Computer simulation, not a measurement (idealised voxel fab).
process module | voxel self aligned contacts
cross-section cut | 145 nm wide | cells 5 nm
A cross-section is a grid of square cells, given in bands from the top down. A band is one or more rows of cells.
Each band's line starts with the height of the band's top and of its bottom, in nm. Then come its materials from left to right, each with its width in nm. One material with "throughout" fills the band from edge to edge. "air" is empty space.
Height 0 is the level under which the wafer as received is all one material. The lowest band goes on downwards, as in "0 down".
A width such as "30 to 40" changes by the same amount from each row of cells to the next, from the band's top row to its bottom row.
"no change" after a step means that no cell of the cross-section changed.
closed voids: empty space of 8 cells or more with no open way to the top, each as width x height at its distance from the left edge, in nm
after a step's settings: what the simulator itself notes on the step
overlay nm, on a step with a mask: how far to the right of its planned place the mask lay; to the left if negative
plan
1 op RECEIVE | material Si
2 op CONFORMAL_DEP | material SiO2 | thk nm 5
3 op DIRECTIONAL_DEP | material polySi | thk nm 20
4 op DIRECTIONAL_DEP | material SiN | thk nm 20
5 op PATTERN | tone cover | mask id GATE | material resist | width nm 35 | pitch nm 70 | thk nm 15 | overlay nm 0
6 op DIRECTIONAL_ETCH | etch materials SiN | depth nm 20
7 op DIRECTIONAL_ETCH | etch materials polySi | depth nm 20
8 op STRIP | etch materials resist
9 op CONFORMAL_DEP | material SiN | thk nm 10
10 op DIRECTIONAL_ETCH | etch materials SiN | depth nm 10
11 op FILL_DEP | material SiO2 | thk nm 15
12 op CMP | height nm 55
13 op DIRECTIONAL_DEP | material aC | thk nm 15
14 op PATTERN | tone open | mask id CONTACT | material resist | width nm 55 | thk nm 30 | overlay nm 0
15 op DIRECTIONAL_ETCH | etch materials aC | depth nm 15
16 op STRIP | etch materials resist
17 op DIRECTIONAL_ETCH | etch materials SiO2 | depth nm 55
18 op STRIP | etch materials aC
19 op CONFORMAL_DEP | material TiN | thk nm 5
20 op FILL_DEP | material W | thk nm 10
21 op CMP | height nm 55
22 op CONFORMAL_DEP | material SiN | thk nm 5
first wafer, as planned
as received, after step 1
  0 down: Si throughout
  closed voids: none
after step 2
  5 to 0: SiO2 throughout
  below 0: unchanged
after step 3
  25 to 5: polySi throughout
  below 5: unchanged
after step 4
  45 to 25: SiN throughout
  below 25: unchanged
after step 5
  60 to 45: air 20 | resist 35 | air 35 | resist 35 | air 20
  below 45: unchanged
after step 6
  60 to 45: air 20 | resist 35 | air 35 | resist 35 | air 20
  45 to 25: air 20 | SiN 35 | air 35 | SiN 35 | air 20
  below 25: unchanged
after step 7
  60 to 45: air 20 | resist 35 | air 35 | resist 35 | air 20
  45 to 25: air 20 | SiN 35 | air 35 | SiN 35 | air 20
  25 to 5: air 20 | polySi 35 | air 35 | polySi 35 | air 20
  below 5: unchanged
after step 8
  45 to 25: air 20 | SiN 35 | air 35 | SiN 35 | air 20
  below 25: unchanged
after step 9
  55 to 25: air 10 | SiN 55 | air 15 | SiN 55 | air 10
  25 to 15: air 10 | SiN 10 | polySi 35 | SiN 10 | air 15 | SiN 10 | polySi 35 | SiN 10 | air 10
  15 to 5: SiN 20 | polySi 35 | SiN 35 | polySi 35 | SiN 20
  below 5: unchanged
after step 10
  45 to 25: air 10 | SiN 55 | air 15 | SiN 55 | air 10
  25 to 5: air 10 | SiN 10 | polySi 35 | SiN 10 | air 15 | SiN 10 | polySi 35 | SiN 10 | air 10
  below 5: unchanged
after step 11
  60 to 45: SiO2 throughout
  45 to 25: SiO2 10 | SiN 55 | SiO2 15 | SiN 55 | SiO2 10
  25 to 5: SiO2 10 | SiN 10 | polySi 35 | SiN 10 | SiO2 15 | SiN 10 | polySi 35 | SiN 10 | SiO2 10
  below 5: unchanged
after step 12
  55 to 45: SiO2 throughout
  below 45: unchanged
after step 13
  70 to 55: aC throughout
  below 55: unchanged
after step 14
  100 to 70: resist 45 | air 55 | resist 45
  below 70: unchanged
after step 15
  85 to 70: resist 45 | air 55 | resist 45
  70 to 55: aC 45 | air 55 | aC 45
  below 55: unchanged
after step 16
  70 to 55: aC 45 | air 55 | aC 45
  below 55: unchanged
after step 17
  70 to 55: aC 45 | air 55 | aC 45
  55 to 45: SiO2 45 | air 55 | SiO2 45
  45 to 25: SiO2 10 | SiN 55 | air 15 | SiN 55 | SiO2 10
  25 to 5: SiO2 10 | SiN 10 | polySi 35 | SiN 10 | air 15 | SiN 10 | polySi 35 | SiN 10 | SiO2 10
  5 to 0: SiO2 65 | air 15 | SiO2 65
  below 0: unchanged
after step 18
  55 to 45: SiO2 45 | air 55 | SiO2 45
  below 45: unchanged
after step 19
  60 to 55: TiN 50 | air 45 | TiN 50
  55 to 45: SiO2 45 | TiN 5 to 25 | air 45 to 5 | TiN 5 to 25 | SiO2 45
  45 to 25: SiO2 10 | SiN 55 | TiN 5 | air 5 | TiN 5 | SiN 55 | SiO2 10
  25 to 5: SiO2 10 | SiN 10 | polySi 35 | SiN 10 | TiN 5 | air 5 | TiN 5 | SiN 10 | polySi 35 | SiN 10 | SiO2 10
  5 to 0: SiO2 65 | TiN 15 | SiO2 65
  below 0: unchanged
after step 20
  70 to 60: W throughout
  60 to 55: TiN 50 | W 45 | TiN 50
  55 to 45: SiO2 45 | TiN 5 to 25 | W 45 to 5 | TiN 5 to 25 | SiO2 45
  45 to 25: SiO2 10 | SiN 55 | TiN 5 | W 5 | TiN 5 | SiN 55 | SiO2 10
  25 to 5: SiO2 10 | SiN 10 | polySi 35 | SiN 10 | TiN 5 | W 5 | TiN 5 | SiN 10 | polySi 35 | SiN 10 | SiO2 10
  below 5: unchanged
after step 21
  55 to 45: SiO2 45 | TiN 5 to 25 | W 45 to 5 | TiN 5 to 25 | SiO2 45
  below 45: unchanged
after step 22
  60 to 55: SiN throughout
  below 55: unchanged
second wafer: like start, like plan, one mistake. Through step 3 it matches the first wafer
when step 4 should have ended
  65 to 25: SiN throughout
  below 25: unchanged
when step 5 should have ended
  80 to 65: air 20 | resist 35 | air 35 | resist 35 | air 20
  below 65: unchanged
when step 6 should have ended
  80 to 65: air 20 | resist 35 | air 35 | resist 35 | air 20
  65 to 45: air 20 | SiN 35 | air 35 | SiN 35 | air 20
  below 45: unchanged
when step 7 should have ended: no change
when step 8 should have ended
  65 to 45: air 20 | SiN 35 | air 35 | SiN 35 | air 20
  below 45: unchanged
when step 9 should have ended
  75 to 55: air 10 | SiN 55 | air 15 | SiN 55 | air 10
  55 to 25: SiN throughout
  below 25: unchanged
when step 10 should have ended
  65 to 45: air 10 | SiN 55 | air 15 | SiN 55 | air 10
  below 45: unchanged
when step 11 should have ended
  80 to 65: SiO2 throughout
  65 to 45: SiO2 10 | SiN 55 | SiO2 15 | SiN 55 | SiO2 10
  below 45: unchanged
when step 12 should have ended
  55 to 45: SiO2 10 | SiN 55 | SiO2 15 | SiN 55 | SiO2 10
  below 45: unchanged
when step 13 should have ended
  70 to 55: aC throughout
  below 55: unchanged
when step 14 should have ended
  100 to 70: resist 45 | air 55 | resist 45
  below 70: unchanged
when step 15 should have ended
  85 to 70: resist 45 | air 55 | resist 45
  70 to 55: aC 45 | air 55 | aC 45
  below 55: unchanged
when step 16 should have ended
  70 to 55: aC 45 | air 55 | aC 45
  below 55: unchanged
when step 17 should have ended
  70 to 55: aC 45 | air 55 | aC 45
  55 to 45: SiO2 10 | SiN 55 | air 15 | SiN 55 | SiO2 10
  below 45: unchanged
when step 18 should have ended
  55 to 45: SiO2 10 | SiN 55 | air 15 | SiN 55 | SiO2 10
  below 45: unchanged
when step 19 should have ended
  60 to 55: TiN 70 | air 5 | TiN 70
  55 to 50: SiO2 10 | SiN 55 | TiN 5 | air 5 | TiN 5 | SiN 55 | SiO2 10
  50 to 45: SiO2 10 | SiN 55 | TiN 15 | SiN 55 | SiO2 10
  below 45: unchanged
when step 20 should have ended
  70 to 60: W throughout
  60 to 55: TiN 70 | W 5 | TiN 70
  55 to 50: SiO2 10 | SiN 55 | TiN 5 | W 5 | TiN 5 | SiN 55 | SiO2 10
  below 50: unchanged
when step 21 should have ended
  55 to 50: SiO2 10 | SiN 55 | TiN 5 | W 5 | TiN 5 | SiN 55 | SiO2 10
  below 50: unchanged
when step 22 should have ended
  60 to 55: SiN throughout
  below 55: unchanged
what went wrong: step 4 was run twice
at the end the second wafer has, in cells: 40 more of SiN | 57 fewer of SiO2 | 26 fewer of TiN | 17 fewer of W | 60 more of polySi
